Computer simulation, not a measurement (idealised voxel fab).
The process module presented herein is designated voxel ribs on slabs.
The width of the displayed cross-section, cut, is 215 nm; its cells are square, with a size of 5 nm.
Cross-section spec: square-cell grid; bands listed top down; each band is one or more rows. Top height, bottom height, nm. Materials left to right, width each, nm. Single material + "full width" = fills band edge to edge. "blank" = empty. A quick word on heights: they are counted from 0, and under that level the wafer as it came to us is one material throughout. The lowest band is different from the rest in having no bottom; it simply continues downward, written as in "from 0 down". Width spec "30..40" -> top row of cells at first value, bottom row at second value, equal per-row change in between. "no alterations made" (step): cross-section cells unchanged, all of them. The list in "Closed void entries" covers empty spaces of 8 cells or more that cannot reach the top through any open way, and it gives each as width x height at distance; the distance is from the left edge, and width, height and distance are in nm. Whatever follows a step's settings on its line is a remark the simulator itself makes about that step. The line of a step may include "overlay nm". On a step with a mask, this value is how far to the right of its planned place the mask lay. A negative value means the mask lay to the left. Pairs from here to the end. Each: cross-section before one process step, cross-section after it, the latter only as far down as the lowest band that changed. Under each: the step between, and its settings. Mind that the pairs may be taken from different runs of this module on the same starting wafer; whether a pair continues from the pair above depends on its entry headed "State on entry", and it does only where that entry says so.
STATE ON ENTRY
	from 0 down | Si full width
	Closed void entries: none
CROSS-SECTION THEREAFTER
	from 30 to 0 | SiO2 full width
	Everything below 0 is unchanged.
	Closed void entries: none
Looking at the two cross-sections above, the step in the middle is DIRECTIONAL_DEP [material SiO2] [thk nm 30]
State on entry: just use the after drawing of the pair above as your starting point.
CROSS-SECTION THEREAFTER
	from 55 to 30 | polySi full width
	Everything below 30 is unchanged.
	Closed void entries: none
Looking at the two cross-sections above, the step in the middle is DIRECTIONAL_DEP [material polySi] [thk nm 25]
State on entry: just use the after drawing of the pair above as your starting point.
CROSS-SECTION THEREAFTER
	from 70 to 55 | aC full width
	Everything below 55 is unchanged.
	Closed void entries: none
Looking at the two cross-sections above, the step in the middle is DIRECTIONAL_DEP [material aC] [thk nm 15]
State on entry: just use the after drawing of the pair above as your starting point.
CROSS-SECTION THEREAFTER
	from 105 to 70 | blank 100; resist 15; blank 100
	Everything below 70 is unchanged.
	Closed void entries: none
Looking at the two cross-sections above, the step in the middle is PATTERN [tone cover] [mask id RIB] [material resist] [width nm 15] [thk nm 35] [overlay nm 0]
State on entry: just use the after drawing of the pair above as your starting point.
CROSS-SECTION THEREAFTER
	from 90 to 70 | blank 100; resist 15; blank 100
	from 70 to 55 | blank 100; aC 15; blank 100
	Everything below 55 is unchanged.
	Closed void entries: none
Looking at the two cross-sections above, the step in the middle is DIRECTIONAL_ETCH [etch materials aC] [depth nm 15]
State on entry: just use the after drawing of the pair above as your starting point.
CROSS-SECTION THEREAFTER
	from 70 to 55 | blank 100; aC 15; blank 100
	Everything below 55 is unchanged.
	Closed void entries: none
Looking at the two cross-sections above, the step in the middle is STRIP [etch materials resist]
State on entry: just use the after drawing of the pair above as your starting point.
CROSS-SECTION THEREAFTER
	from 70 to 55 | blank 100; aC 15; blank 100
	from 55 to 35 | blank 100; polySi 15; blank 100
	Everything below 35 is unchanged.
	Closed void entries: none
Looking at the two cross-sections above, the step in the middle is DIRECTIONAL_ETCH [etch materials polySi] [depth nm 20]
State on entry: just use the after drawing of the pair above as your starting point.
CROSS-SECTION THEREAFTER
	from 55 to 35 | blank 100; polySi 15; blank 100
	Everything below 35 is unchanged.
	Closed void entries: none
Looking at the two cross-sections above, the step in the middle is STRIP [etch materials aC]
State on entry: just use the after drawing of the pair above as your starting point.
CROSS-SECTION THEREAFTER
	from 65 to 55 | blank 100; aC 15; blank 100
	from 55 to 45 | blank 100; polySi 15; blank 100
	from 45 to 35 | aC 100; polySi 15; aC 100
	Everything below 35 is unchanged.
	Closed void entries: none
Looking at the two cross-sections above, the step in the middle is DIRECTIONAL_DEP [material aC] [thk nm 10]
State on entry: just use the after drawing of the pair above as your starting point.
CROSS-SECTION THEREAFTER
	from 95 to 65 | blank 80; resist 55; blank 80
	from 65 to 55 | blank 80; resist 20; aC 15; resist 20; blank 80
	from 55 to 45 | blank 80; resist 20; polySi 15; resist 20; blank 80
	Everything below 45 is unchanged.
	Closed void entries: none
Looking at the two cross-sections above, the step in the middle is PATTERN [tone cover] [mask id SLAB] [material resist] [width nm 55] [thk nm 30] [overlay nm 0]
State on entry: just use the after drawing of the pair above as your starting point.
CROSS-SECTION THEREAFTER
	from 85 to 65 | blank 80; resist 55; blank 80
	from 65 to 55 | blank 80; resist 20; aC 15; resist 20; blank 80
	from 55 to 45 | blank 80; resist 20; polySi 15; resist 20; blank 80
	from 45 to 35 | blank 80; aC 20; polySi 15; aC 20; blank 80
	Everything below 35 is unchanged.
	Closed void entries: none
Looking at the two cross-sections above, the step in the middle is DIRECTIONAL_ETCH [etch materials aC] [depth nm 10]
State on entry: just use the after drawing of the pair above as your starting point.
CROSS-SECTION THEREAFTER
	from 65 to 55 | blank 100; aC 15; blank 100
	from 55 to 45 | blank 100; polySi 15; blank 100
	Everything below 45 is unchanged.
	Closed void entries: none
Looking at the two cross-sections above, the step in the middle is STRIP [etch materials resist]
State on entry: just use the after drawing of the pair above as your starting point.
CROSS-SECTION THEREAFTER
	from 65 to 55 | blank 100; aC 15; blank 100
	from 55 to 45 | blank 100; polySi 15; blank 100
	from 45 to 35 | blank 80; aC 20; polySi 15; aC 20; blank 80
	from 35 to 30 | blank 80; polySi 55; blank 80
	Everything below 30 is unchanged.
	Closed void entries: none
Looking at the two cross-sections above, the step in the middle is DIRECTIONAL_ETCH [etch materials polySi] [depth nm 5]
State on entry: just use the after drawing of the pair above as your starting point.
CROSS-SECTION THEREAFTER
	from 55 to 35 | blank 100; polySi 15; blank 100
	Everything below 35 is unchanged.
	Closed void entries: none
Looking at the two cross-sections above, the step in the middle is STRIP [etch materials aC]
State on entry: just use the after drawing of the pair above as your starting point.
CROSS-SECTION THEREAFTER
	from 80 to 55 | SiO2 full width
	from 55 to 35 | SiO2 100; polySi 15; SiO2 100
	from 35 to 30 | SiO2 80; polySi 55; SiO2 80
	Everything below 30 is unchanged.
	Closed void entries: none
Looking at the two cross-sections above, the step in the middle is FILL_DEP [material SiO2] [thk nm 25]
State on entry: just use the after drawing of the pair above as your starting point.
CROSS-SECTION THEREAFTER
	from 70 to 55 | SiO2 full width
	Everything below 55 is unchanged.
	Closed void entries: none
Looking at the two cross-sections above, the step in the middle is CMP [height nm 70]
State on entry: just use the after drawing of the pair above as your starting point.
CROSS-SECTION THEREAFTER
	from 75 to 70 | W full width
	Everything below 70 is unchanged.
	Closed void entries: none
Looking at the two cross-sections above, the step in the middle is DIRECTIONAL_DEP [material W] [thk nm 5]
State on entry: just use the after drawing of the pair above as your starting point.
CROSS-SECTION THEREAFTER
	from 75 to 70 | blank 95; W 25; blank 95
	Everything below 70 is unchanged.
	Closed void entries: none
Looking at the two cross-sections above, the step in the middle is MASKED_ETCH [tone cover] [mask id HEATER] [width nm 25] [etch materials W] [depth nm 5] [overlay nm 0]
State on entry: just use the after drawing of the pair above as your starting point.
CROSS-SECTION THEREAFTER
	from 80 to 75 | blank 90; SiN 35; blank 90
	from 75 to 70 | SiN 95; W 25; SiN 95
	Everything below 70 is unchanged.
	Closed void entries: none
Looking at the two cross-sections above, the step in the middle is CONFORMAL_DEP [material SiN] [thk nm 5]
STATE ON ENTRY
	from 55 to 30 | polySi full width
	from 30 to 0 | SiO2 full width
	from 0 down | Si full width
	Closed void entries: none
CROSS-SECTION THEREAFTER
	from 80 to 30 | polySi full width
	Everything below 30 is unchanged.
	Closed void entries: none
Looking at the two cross-sections above, the step in the middle is DIRECTIONAL_DEP [material polySi] [thk nm 25]
State on entry: just use the after drawing of the pair above as your starting point.
CROSS-SECTION THEREAFTER
	from 95 to 80 | aC full width
	Everything below 80 is unchanged.
	Closed void entries: none
Looking at the two cross-sections above, the step in the middle is DIRECTIONAL_DEP [material aC] [thk nm 15]
State on entry: just use the after drawing of the pair above as your starting point.
CROSS-SECTION THEREAFTER
	from 130 to 95 | blank 100; resist 15; blank 100
	Everything below 95 is unchanged.
	Closed void entries: none
Looking at the two cross-sections above, the step in the middle is PATTERN [tone cover] [mask id RIB] [material resist] [width nm 15] [thk nm 35] [overlay nm 0]
State on entry: just use the after drawing of the pair above as your starting point.
CROSS-SECTION THEREAFTER
	from 115 to 95 | blank 100; resist 15; blank 100
	from 95 to 80 | blank 100; aC 15; blank 100
	Everything below 80 is unchanged.
	Closed void entries: none
Looking at the two cross-sections above, the step in the middle is DIRECTIONAL_ETCH [etch materials aC] [depth nm 15]
State on entry: just use the after drawing of the pair above as your starting point.
CROSS-SECTION THEREAFTER
	from 95 to 80 | blank 100; aC 15; blank 100
	Everything below 80 is unchanged.
	Closed void entries: none
Looking at the two cross-sections above, the step in the middle is STRIP [etch materials resist]
State on entry: just use the after drawing of the pair above as your starting point.
CROSS-SECTION THEREAFTER
	from 95 to 80 | blank 100; aC 15; blank 100
	from 80 to 60 | blank 100; polySi 15; blank 100
	Everything below 60 is unchanged.
	Closed void entries: none
Looking at the two cross-sections above, the step in the middle is DIRECTIONAL_ETCH [etch materials polySi] [depth nm 20]
State on entry: just use the after drawing of the pair above as your starting point.
CROSS-SECTION THEREAFTER
	from 80 to 60 | blank 100; polySi 15; blank 100
	Everything below 60 is unchanged.
	Closed void entries: none
Looking at the two cross-sections above, the step in the middle is STRIP [etch materials aC]
State on entry: just use the after drawing of the pair above as your starting point.
CROSS-SECTION THEREAFTER
	from 90 to 80 | blank 100; aC 15; blank 100
	from 80 to 70 | blank 100; polySi 15; blank 100
	from 70 to 60 | aC 100; polySi 15; aC 100
	Everything below 60 is unchanged.
	Closed void entries: none
Looking at the two cross-sections above, the step in the middle is DIRECTIONAL_DEP [material aC] [thk nm 10]
State on entry: just use the after drawing of the pair above as your starting point.
CROSS-SECTION THEREAFTER
	from 120 to 90 | blank 80; resist 55; blank 80
	from 90 to 80 | blank 80; resist 20; aC 15; resist 20; blank 80
	from 80 to 70 | blank 80; resist 20; polySi 15; resist 20; blank 80
	Everything below 70 is unchanged.
	Closed void entries: none
Looking at the two cross-sections above, the step in the middle is PATTERN [tone cover] [mask id SLAB] [material resist] [width nm 55] [thk nm 30] [overlay nm 0]
State on entry: just use the after drawing of the pair above as your starting point.
CROSS-SECTION THEREAFTER
	from 110 to 90 | blank 80; resist 55; blank 80
	from 90 to 80 | blank 80; resist 20; aC 15; resist 20; blank 80
	from 80 to 70 | blank 80; resist 20; polySi 15; resist 20; blank 80
	from 70 to 60 | blank 80; aC 20; polySi 15; aC 20; blank 80
	Everything below 60 is unchanged.
	Closed void entries: none
Looking at the two cross-sections above, the step in the middle is DIRECTIONAL_ETCH [etch materials aC] [depth nm 10]
State on entry: just use the after drawing of the pair above as your starting point.
CROSS-SECTION THEREAFTER
	from 90 to 80 | blank 100; aC 15; blank 100
	from 80 to 70 | blank 100; polySi 15; blank 100
	Everything below 70 is unchanged.
	Closed void entries: none
Looking at the two cross-sections above, the step in the middle is STRIP [etch materials resist]
State on entry: just use the after drawing of the pair above as your starting point.
CROSS-SECTION THEREAFTER
	from 90 to 80 | blank 100; aC 15; blank 100
	from 80 to 70 | blank 100; polySi 15; blank 100
	from 70 to 60 | blank 80; aC 20; polySi 15; aC 20; blank 80
	from 60 to 55 | blank 80; polySi 55; blank 80
	Everything below 55 is unchanged.
	Closed void entries: none
Looking at the two cross-sections above, the step in the middle is DIRECTIONAL_ETCH [etch materials polySi] [depth nm 5]
State on entry: just use the after drawing of the pair above as your starting point.
CROSS-SECTION THEREAFTER
	from 80 to 60 | blank 100; polySi 15; blank 100
	Everything below 60 is unchanged.
	Closed void entries: none
Looking at the two cross-sections above, the step in the middle is STRIP [etch materials aC]
State on entry: just use the after drawing of the pair above as your starting point.
CROSS-SECTION THEREAFTER
	from 105 to 80 | SiO2 full width
	from 80 to 60 | SiO2 100; polySi 15; SiO2 100
	from 60 to 55 | SiO2 80; polySi 55; SiO2 80
	Everything below 55 is unchanged.
	Closed void entries: none
Looking at the two cross-sections above, the step in the middle is FILL_DEP [material SiO2] [thk nm 25]
State on entry: just use the after drawing of the pair above as your starting point.
CROSS-SECTION THEREAFTER
	from 70 to 60 | SiO2 100; polySi 15; SiO2 100
	Everything below 60 is unchanged.
	Closed void entries: none
Looking at the two cross-sections above, the step in the middle is CMP [height nm 70]
State on entry: just use the after drawing of the pair above as your starting point.
CROSS-SECTION THEREAFTER
	from 75 to 70 | W full width
	Everything below 70 is unchanged.
	Closed void entries: none
Looking at the two cross-sections above, the step in the middle is DIRECTIONAL_DEP [material W] [thk nm 5]
State on entry: just use the after drawing of the pair above as your starting point.
CROSS-SECTION THEREAFTER
	from 75 to 70 | blank 95; W 25; blank 95
	Everything below 70 is unchanged.
	Closed void entries: none
Looking at the two cross-sections above, the step in the middle is MASKED_ETCH [tone cover] [mask id HEATER] [width nm 25] [etch materials W] [depth nm 5] [overlay nm 0]
State on entry: just use the after drawing of the pair above as your starting point.
CROSS-SECTION THEREAFTER
	from 80 to 75 | blank 90; SiN 35; blank 90
	from 75 to 70 | SiN 95; W 25; SiN 95
	Everything below 70 is unchanged.
	Closed void entries: none
Looking at the two cross-sections above, the step in the middle is CONFORMAL_DEP [material SiN] [thk nm 5]
STATE ON ENTRY
	from 0 down | Si full width
	Closed void entries: none
CROSS-SECTION THEREAFTER
	from 25 to 0 | polySi full width
	Everything below 0 is unchanged.
	Closed void entries: none
Looking at the two cross-sections above, the step in the middle is DIRECTIONAL_DEP [material polySi] [thk nm 25]
State on entry: just use the after drawing of the pair above as your starting point.
CROSS-SECTION THEREAFTER
	from 55 to 25 | SiO2 full width
	Everything below 25 is unchanged.
	Closed void entries: none
Looking at the two cross-sections above, the step in the middle is DIRECTIONAL_DEP [material SiO2] [thk nm 30]
State on entry: just use the after drawing of the pair above as your starting point.
CROSS-SECTION THEREAFTER
	from 70 to 55 | aC full width
	Everything below 55 is unchanged.
	Closed void entries: none
Looking at the two cross-sections above, the step in the middle is DIRECTIONAL_DEP [material aC] [thk nm 15]
State on entry: just use the after drawing of the pair above as your starting point.
CROSS-SECTION THEREAFTER
	from 105 to 70 | blank 100; resist 15; blank 100
	Everything below 70 is unchanged.
	Closed void entries: none
Looking at the two cross-sections above, the step in the middle is PATTERN [tone cover] [mask id RIB] [material resist] [width nm 15] [thk nm 35] [overlay nm 0]
State on entry: just use the after drawing of the pair above as your starting point.
CROSS-SECTION THEREAFTER
	from 90 to 70 | blank 100; resist 15; blank 100
	from 70 to 55 | blank 100; aC 15; blank 100
	Everything below 55 is unchanged.
	Closed void entries: none
Looking at the two cross-sections above, the step in the middle is DIRECTIONAL_ETCH [etch materials aC] [depth nm 15]
State on entry: just use the after drawing of the pair above as your starting point.
CROSS-SECTION THEREAFTER
	from 70 to 55 | blank 100; aC 15; blank 100
	Everything below 55 is unchanged.
	Closed void entries: none
Looking at the two cross-sections above, the step in the middle is STRIP [etch materials resist]
State on entry: just use the after drawing of the pair above as your starting point.
CROSS-SECTION THEREAFTER
	from 55 to 25 | SiO2 full width
	Everything below 25 is unchanged.
	Closed void entries: none
Looking at the two cross-sections above, the step in the middle is STRIP [etch materials aC]
State on entry: just use the after drawing of the pair above as your starting point.
CROSS-SECTION THEREAFTER
	from 65 to 55 | aC full width
	Everything below 55 is unchanged.
	Closed void entries: none
Looking at the two cross-sections above, the step in the middle is DIRECTIONAL_DEP [material aC] [thk nm 10]
State on entry: just use the after drawing of the pair above as your starting point.
CROSS-SECTION THEREAFTER
	from 95 to 65 | blank 80; resist 55; blank 80
	Everything below 65 is unchanged.
	Closed void entries: none
Looking at the two cross-sections above, the step in the middle is PATTERN [tone cover] [mask id SLAB] [material resist] [width nm 55] [thk nm 30] [overlay nm 0]
State on entry: just use the after drawing of the pair above as your starting point.
CROSS-SECTION THEREAFTER
	from 85 to 65 | blank 80; resist 55; blank 80
	from 65 to 55 | blank 80; aC 55; blank 80
	Everything below 55 is unchanged.
	Closed void entries: none
Looking at the two cross-sections above, the step in the middle is DIRECTIONAL_ETCH [etch materials aC] [depth nm 10]
State on entry: just use the after drawing of the pair above as your starting point.
CROSS-SECTION THEREAFTER
	from 65 to 55 | blank 80; aC 55; blank 80
	Everything below 55 is unchanged.
	Closed void entries: none
Looking at the two cross-sections above, the step in the middle is STRIP [etch materials resist]
State on entry: just use the after drawing of the pair above as your starting point.
CROSS-SECTION THEREAFTER
	from 55 to 25 | SiO2 full width
	Everything below 25 is unchanged.
	Closed void entries: none
Looking at the two cross-sections above, the step in the middle is STRIP [etch materials aC]
State on entry: just use the after drawing of the pair above as your starting point.
CROSS-SECTION THEREAFTER
	from 80 to 25 | SiO2 full width
	Everything below 25 is unchanged.
	Closed void entries: none
Looking at the two cross-sections above, the step in the middle is FILL_DEP [material SiO2] [thk nm 25]
State on entry: just use the after drawing of the pair above as your starting point.
CROSS-SECTION THEREAFTER
	from 70 to 25 | SiO2 full width
	Everything below 25 is unchanged.
	Closed void entries: none
Looking at the two cross-sections above, the step in the middle is CMP [height nm 70]
State on entry: just use the after drawing of the pair above as your starting point.
CROSS-SECTION THEREAFTER
	from 75 to 70 | W full width
	Everything below 70 is unchanged.
	Closed void entries: none
Looking at the two cross-sections above, the step in the middle is DIRECTIONAL_DEP [material W] [thk nm 5]
State on entry: just use the after drawing of the pair above as your starting point.
CROSS-SECTION THEREAFTER
	from 75 to 70 | blank 95; W 25; blank 95
	Everything below 70 is unchanged.
	Closed void entries: none
Looking at the two cross-sections above, the step in the middle is MASKED_ETCH [tone cover] [mask id HEATER] [width nm 25] [etch materials W] [depth nm 5] [overlay nm 0]
State on entry: just use the after drawing of the pair above as your starting point.
CROSS-SECTION THEREAFTER
	from 80 to 75 | blank 90; SiN 35; blank 90
	from 75 to 70 | SiN 95; W 25; SiN 95
	Everything below 70 is unchanged.
	Closed void entries: none
Looking at the two cross-sections above, the step in the middle is CONFORMAL_DEP [material SiN] [thk nm 5]
STATE ON ENTRY
	from 75 to 70 | blank 95; W 25; blank 95
	from 70 to 55 | SiO2 full width
	from 55 to 35 | SiO2 100; polySi 15; SiO2 100
	from 35 to 30 | SiO2 80; polySi 55; SiO2 80
	from 30 to 0 | SiO2 full width
	from 0 down | Si full width
	Closed void entries: none
CROSS-SECTION THEREAFTER
	from 90 to 85 | blank 80; SiN 55; blank 80
	from 85 to 75 | SiN full width
	from 75 to 70 | SiN 95; W 25; SiN 95
	Everything below 70 is unchanged.
	Closed void entries: none
Looking at the two cross-sections above, the step in the middle is CONFORMAL_DEP [material SiN] [thk nm 15]
STATE ON ENTRY
	from 65 to 55 | blank 100; aC 15; blank 100
	from 55 to 45 | blank 100; polySi 15; blank 100
	from 45 to 35 | aC 100; polySi 15; aC 100
	from 35 to 30 | polySi full width
	from 30 to 0 | SiO2 full width
	from 0 down | Si full width
	Closed void entries: none
CROSS-SECTION THEREAFTER
	from 95 to 65 | blank 85; resist 45; blank 85
	from 65 to 55 | blank 85; resist 15; aC 15; resist 15; blank 85
	from 55 to 45 | blank 85; resist 15; polySi 15; resist 15; blank 85
	Everything below 45 is unchanged.
	Closed void entries: none
Looking at the two cross-sections above, the step in the middle is PATTERN [tone cover] [mask id SLAB] [material resist] [width nm 45] [thk nm 30] [overlay nm 0]
State on entry: just use the after drawing of the pair above as your starting point.
CROSS-SECTION THEREAFTER
	from 85 to 65 | blank 85; resist 45; blank 85
	from 65 to 55 | blank 85; resist 15; aC 15; resist 15; blank 85
	from 55 to 45 | blank 85; resist 15; polySi 15; resist 15; blank 85
	from 45 to 35 | blank 85; aC 15; polySi 15; aC 15; blank 85
	Everything below 35 is unchanged.
	Closed void entries: none
Looking at the two cross-sections above, the step in the middle is DIRECTIONAL_ETCH [etch materials aC] [depth nm 10]
State on entry: just use the after drawing of the pair above as your starting point.
CROSS-SECTION THEREAFTER
	from 65 to 55 | blank 100; aC 15; blank 100
	from 55 to 45 | blank 100; polySi 15; blank 100
	Everything below 45 is unchanged.
	Closed void entries: none
Looking at the two cross-sections above, the step in the middle is STRIP [etch materials resist]
State on entry: just use the after drawing of the pair above as your starting point.
CROSS-SECTION THEREAFTER
	from 65 to 55 | blank 100; aC 15; blank 100
	from 55 to 45 | blank 100; polySi 15; blank 100
	from 45 to 35 | blank 85; aC 15; polySi 15; aC 15; blank 85
	from 35 to 30 | blank 85; polySi 45; blank 85
	Everything below 30 is unchanged.
	Closed void entries: none
Looking at the two cross-sections above, the step in the middle is DIRECTIONAL_ETCH [etch materials polySi] [depth nm 5]
State on entry: just use the after drawing of the pair above as your starting point.
CROSS-SECTION THEREAFTER
	from 55 to 35 | blank 100; polySi 15; blank 100
	Everything below 35 is unchanged.
	Closed void entries: none
Looking at the two cross-sections above, the step in the middle is STRIP [etch materials aC]
State on entry: just use the after drawing of the pair above as your starting point.
CROSS-SECTION THEREAFTER
	from 80 to 55 | SiO2 full width
	from 55 to 35 | SiO2 100; polySi 15; SiO2 100
	from 35 to 30 | SiO2 85; polySi 45; SiO2 85
	Everything below 30 is unchanged.
	Closed void entries: none
Looking at the two cross-sections above, the step in the middle is FILL_DEP [material SiO2] [thk nm 25]
State on entry: just use the after drawing of the pair above as your starting point.
CROSS-SECTION THEREAFTER
	from 70 to 55 | SiO2 full width
	Everything below 55 is unchanged.
	Closed void entries: none
Looking at the two cross-sections above, the step in the middle is CMP [height nm 70]
State on entry: just use the after drawing of the pair above as your starting point.
CROSS-SECTION THEREAFTER
	from 75 to 70 | W full width
	Everything below 70 is unchanged.
	Closed void entries: none
Looking at the two cross-sections above, the step in the middle is DIRECTIONAL_DEP [material W] [thk nm 5]
State on entry: just use the after drawing of the pair above as your starting point.
CROSS-SECTION THEREAFTER
	from 75 to 70 | blank 95; W 25; blank 95
	Everything below 70 is unchanged.
	Closed void entries: none
Looking at the two cross-sections above, the step in the middle is MASKED_ETCH [tone cover] [mask id HEATER] [width nm 25] [etch materials W] [depth nm 5] [overlay nm 0]
State on entry: just use the after drawing of the pair above as your starting point.
CROSS-SECTION THEREAFTER
	from 80 to 75 | blank 90; SiN 35; blank 90
	from 75 to 70 | SiN 95; W 25; SiN 95
	Everything below 70 is unchanged.
	Closed void entries: none
Looking at the two cross-sections above, the step in the middle is CONFORMAL_DEP [material SiN] [thk nm 5]
STATE ON ENTRY
	from 70 to 55 | aC full width
	from 55 to 30 | polySi full width
	from 30 to 0 | SiO2 full width
	from 0 down | Si full width
	Closed void entries: none
CROSS-SECTION THEREAFTER
	from 105 to 70 | blank 95; resist 15; blank 105
	Everything below 70 is unchanged.
	Closed void entries: none
Looking at the two cross-sections above, the step in the middle is PATTERN [tone cover] [mask id RIB] [material resist] [width nm 15] [thk nm 35] [overlay nm -5]
State on entry: just use the after drawing of the pair above as your starting point.
CROSS-SECTION THEREAFTER
	from 90 to 70 | blank 95; resist 15; blank 105
	from 70 to 55 | blank 95; aC 15; blank 105
	Everything below 55 is unchanged.
	Closed void entries: none
Looking at the two cross-sections above, the step in the middle is DIRECTIONAL_ETCH [etch materials aC] [depth nm 15]
State on entry: just use the after drawing of the pair above as your starting point.
CROSS-SECTION THEREAFTER
	from 70 to 55 | blank 95; aC 15; blank 105
	Everything below 55 is unchanged.
	Closed void entries: none
Looking at the two cross-sections above, the step in the middle is STRIP [etch materials resist]
State on entry: just use the after drawing of the pair above as your starting point.
CROSS-SECTION THEREAFTER
	from 70 to 55 | blank 95; aC 15; blank 105
	from 55 to 35 | blank 95; polySi 15; blank 105
	Everything below 35 is unchanged.
	Closed void entries: none
Looking at the two cross-sections above, the step in the middle is DIRECTIONAL_ETCH [etch materials polySi] [depth nm 20]
State on entry: just use the after drawing of the pair above as your starting point.
CROSS-SECTION THEREAFTER
	from 55 to 35 | blank 95; polySi 15; blank 105
	Everything below 35 is unchanged.
	Closed void entries: none
Looking at the two cross-sections above, the step in the middle is STRIP [etch materials aC]
State on entry: just use the after drawing of the pair above as your starting point.
CROSS-SECTION THEREAFTER
	from 65 to 55 | blank 95; aC 15; blank 105
	from 55 to 45 | blank 95; polySi 15; blank 105
	from 45 to 35 | aC 95; polySi 15; aC 105
	Everything below 35 is unchanged.
	Closed void entries: none
Looking at the two cross-sections above, the step in the middle is DIRECTIONAL_DEP [material aC] [thk nm 10]
State on entry: just use the after drawing of the pair above as your starting point.
CROSS-SECTION THEREAFTER
	from 95 to 65 | blank 80; resist 55; blank 80
	from 65 to 55 | blank 80; resist 15; aC 15; resist 25; blank 80
	from 55 to 45 | blank 80; resist 15; polySi 15; resist 25; blank 80
	Everything below 45 is unchanged.
	Closed void entries: none
Looking at the two cross-sections above, the step in the middle is PATTERN [tone cover] [mask id SLAB] [material resist] [width nm 55] [thk nm 30] [overlay nm 0]
State on entry: just use the after drawing of the pair above as your starting point.
CROSS-SECTION THEREAFTER
	from 85 to 65 | blank 80; resist 55; blank 80
	from 65 to 55 | blank 80; resist 15; aC 15; resist 25; blank 80
	from 55 to 45 | blank 80; resist 15; polySi 15; resist 25; blank 80
	from 45 to 35 | blank 80; aC 15; polySi 15; aC 25; blank 80
	Everything below 35 is unchanged.
	Closed void entries: none
Looking at the two cross-sections above, the step in the middle is DIRECTIONAL_ETCH [etch materials aC] [depth nm 10]
State on entry: just use the after drawing of the pair above as your starting point.
CROSS-SECTION THEREAFTER
	from 65 to 55 | blank 95; aC 15; blank 105
	from 55 to 45 | blank 95; polySi 15; blank 105
	Everything below 45 is unchanged.
	Closed void entries: none
Looking at the two cross-sections above, the step in the middle is STRIP [etch materials resist]
State on entry: just use the after drawing of the pair above as your starting point.
CROSS-SECTION THEREAFTER
	from 65 to 55 | blank 95; aC 15; blank 105
	from 55 to 45 | blank 95; polySi 15; blank 105
	from 45 to 35 | blank 80; aC 15; polySi 15; aC 25; blank 80
	from 35 to 30 | blank 80; polySi 55; blank 80
	Everything below 30 is unchanged.
	Closed void entries: none
Looking at the two cross-sections above, the step in the middle is DIRECTIONAL_ETCH [etch materials polySi] [depth nm 5]
State on entry: just use the after drawing of the pair above as your starting point.
CROSS-SECTION THEREAFTER
	from 55 to 35 | blank 95; polySi 15; blank 105
	Everything below 35 is unchanged.
	Closed void entries: none
Looking at the two cross-sections above, the step in the middle is STRIP [etch materials aC]
State on entry: just use the after drawing of the pair above as your starting point.
CROSS-SECTION THEREAFTER
	from 80 to 55 | SiO2 full width
	from 55 to 35 | SiO2 95; polySi 15; SiO2 105
	from 35 to 30 | SiO2 80; polySi 55; SiO2 80
	Everything below 30 is unchanged.
	Closed void entries: none
Looking at the two cross-sections above, the step in the middle is FILL_DEP [material SiO2] [thk nm 25]
State on entry: just use the after drawing of the pair above as your starting point.
CROSS-SECTION THEREAFTER
	from 70 to 55 | SiO2 full width
	Everything below 55 is unchanged.
	Closed void entries: none
Looking at the two cross-sections above, the step in the middle is CMP [height nm 70]
State on entry: just use the after drawing of the pair above as your starting point.
CROSS-SECTION THEREAFTER
	from 75 to 70 | W full width
	Everything below 70 is unchanged.
	Closed void entries: none
Looking at the two cross-sections above, the step in the middle is DIRECTIONAL_DEP [material W] [thk nm 5]
State on entry: just use the after drawing of the pair above as your starting point.
CROSS-SECTION THEREAFTER
	from 75 to 70 | blank 95; W 25; blank 95
	Everything below 70 is unchanged.
	Closed void entries: none
Looking at the two cross-sections above, the step in the middle is MASKED_ETCH [tone cover] [mask id HEATER] [width nm 25] [etch materials W] [depth nm 5] [overlay nm 0]
State on entry: just use the after drawing of the pair above as your starting point.
CROSS-SECTION THEREAFTER
	from 80 to 75 | blank 90; SiN 35; blank 90
	from 75 to 70 | SiN 95; W 25; SiN 95
	Everything below 70 is unchanged.
	Closed void entries: none
Looking at the two cross-sections above, the step in the middle is CONFORMAL_DEP [material SiN] [thk nm 5]
STATE ON ENTRY
	from 55 to 35 | blank 100; polySi 15; blank 100
	from 35 to 30 | polySi full width
	from 30 to 0 | SiO2 full width
	from 0 down | Si full width
	Closed void entries: none
CROSS-SECTION THEREAFTER
	from 65 to 55 | blank 100; SiN 15; blank 100
	from 55 to 45 | blank 100; polySi 15; blank 100
	from 45 to 35 | SiN 100; polySi 15; SiN 100
	Everything below 35 is unchanged.
	Closed void entries: none
Looking at the two cross-sections above, the step in the middle is DIRECTIONAL_DEP [material SiN] [thk nm 10]
State on entry: just use the after drawing of the pair above as your starting point.
CROSS-SECTION THEREAFTER
	from 95 to 65 | blank 80; resist 55; blank 80
	from 65 to 55 | blank 80; resist 20; SiN 15; resist 20; blank 80
	from 55 to 45 | blank 80; resist 20; polySi 15; resist 20; blank 80
	Everything below 45 is unchanged.
	Closed void entries: none
Looking at the two cross-sections above, the step in the middle is PATTERN [tone cover] [mask id SLAB] [material resist] [width nm 55] [thk nm 30] [overlay nm 0]
State on entry: just use the after drawing of the pair above as your starting point.
CROSS-SECTION THEREAFTER
	from 85 to 65 | blank 80; resist 55; blank 80
	Everything below 65 is unchanged.
	Closed void entries: none
Looking at the two cross-sections above, the step in the middle is DIRECTIONAL_ETCH [etch materials aC] [depth nm 10]
State on entry: just use the after drawing of the pair above as your starting point.
CROSS-SECTION THEREAFTER
	from 65 to 55 | blank 100; SiN 15; blank 100
	from 55 to 45 | blank 100; polySi 15; blank 100
	Everything below 45 is unchanged.
	Closed void entries: none
Looking at the two cross-sections above, the step in the middle is STRIP [etch materials resist]
State on entry: just use the after drawing of the pair above as your starting point.
CROSS-SECTION THEREAFTER
	from 90 to 65 | SiO2 full width
	from 65 to 55 | SiO2 100; SiN 15; SiO2 100
	from 55 to 45 | SiO2 100; polySi 15; SiO2 100
	Everything below 45 is unchanged.
	Closed void entries: none
Looking at the two cross-sections above, the step in the middle is FILL_DEP [material SiO2] [thk nm 25]
State on entry: just use the after drawing of the pair above as your starting point.
CROSS-SECTION THEREAFTER
	from 70 to 65 | SiO2 full width
	Everything below 65 is unchanged.
	Closed void entries: none
Looking at the two cross-sections above, the step in the middle is CMP [height nm 70]
State on entry: just use the after drawing of the pair above as your starting point.
CROSS-SECTION THEREAFTER
	from 75 to 70 | W full width
	Everything below 70 is unchanged.
	Closed void entries: none
Looking at the two cross-sections above, the step in the middle is DIRECTIONAL_DEP [material W] [thk nm 5]
State on entry: just use the after drawing of the pair above as your starting point.
CROSS-SECTION THEREAFTER
	from 75 to 70 | blank 95; W 25; blank 95
	Everything below 70 is unchanged.
	Closed void entries: none
Looking at the two cross-sections above, the step in the middle is MASKED_ETCH [tone cover] [mask id HEATER] [width nm 25] [etch materials W] [depth nm 5] [overlay nm 0]
